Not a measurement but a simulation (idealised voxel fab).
The process module that follows is named voxel self aligned contacts.
Square cells of 5 nm make up the cross-section cut, whose width is 200 nm.
The cross-sections in this document take the form of a grid made of square cells. They are written out as bands, in order from top to bottom. Each band consists of one or more rows of cells.
Per band: top height and bottom height in nm, followed by the left-to-right materials and their widths in nm; "edge to edge" marks a single material spanning edge to edge, "empty" marks empty space.
It should be noted that heights are counted from 0, beneath which the wafer as supplied is of one material throughout, and that the lowest band possesses no lower boundary but continues downward, as written in "0 and below".
So if you see something like "30->40" for the width, read it as the top row of the band sitting at the first number and the bottom row at the second, with every row in between moving by the same amount as the last.
Where the words "changes: none" appear for a step, the cross-section shows no cell changed by that step; every cell remained as before.
This entry, "Non-vented voids", enumerates those empty regions of no fewer than 8 cells that possess no open connection to the top. Each region is reported in the form width x height at distance, the distance being taken from the left edge, with all three quantities expressed in nm.
Step line, after settings: the simulator's comment on this step.
For masked steps, "overlay nm" on the step line gives how far right of plan the mask actually lay; a minus sign means it lay to the left.
[Here's what the planned process steps look like]
1: RECEIVE (material Si)
2: CONFORMAL_DEP (material SiO2; thk nm 5)
3: DIRECTIONAL_DEP (material polySi; thk nm 25)
4: DIRECTIONAL_DEP (material SiN; thk nm 20)
5: DIRECTIONAL_DEP (material aC; thk nm 15)
6: PATTERN (tone cover; mask id GATE; material resist; width nm 35; pitch nm 70; thk nm 35; overlay nm 0)
7: DIRECTIONAL_ETCH (etch materials aC; depth nm 15)
8: STRIP (etch materials resist)
9: DIRECTIONAL_ETCH (etch materials SiN; depth nm 20)
10: DIRECTIONAL_ETCH (etch materials polySi; depth nm 25)
11: STRIP (etch materials aC)
12: CONFORMAL_DEP (material SiN; thk nm 10)
13: DIRECTIONAL_ETCH (etch materials SiN; depth nm 10)
14: FILL_DEP (material SiO2; thk nm 10)
15: CMP (height nm 55)
16: PATTERN (tone open; mask id CONTACT; material resist; width nm 45; thk nm 15; overlay nm 0)
17: DIRECTIONAL_ETCH (etch materials SiO2; depth nm 55)
18: STRIP (etch materials resist)
19: CONFORMAL_DEP (material TiN; thk nm 5)
20: FILL_DEP (material W; thk nm 5)
21: CMP (height nm 55)
22: CONFORMAL_DEP (material SiN; thk nm 5)
Every wafer here starts from the same state; it is the step 16 width nm that distinguishes them, and the value the plan gives belongs to the first wafer.
[Cross-section of the first of several received wafers, showing its state after step 1]
* 0 and below | Si edge to edge
* Non-vented voids: none
[Per wafer (row), end of module: delta in cells per material since receipt, (+) for gained, (-) for lost; closed voids after that]
width nm 45; +168 SiN; +203 SiO2; +29 TiN; +10 W; +70 polySi; Non-vented voids: none
width nm 50; +168 SiN; +202 SiO2; +30 TiN; +10 W; +70 polySi; Non-vented voids: none
width nm 55; +168 SiN; +201 SiO2; +31 TiN; +10 W; +70 polySi; Non-vented voids: none
width nm 60; +168 SiN; +200 SiO2; +32 TiN; +10 W; +70 polySi; Non-vented voids: none
width nm 65; +168 SiN; +199 SiO2; +33 TiN; +10 W; +70 polySi; Non-vented voids: none
width nm 70; +168 SiN; +198 SiO2; +34 TiN; +10 W; +70 polySi; Non-vented voids: none
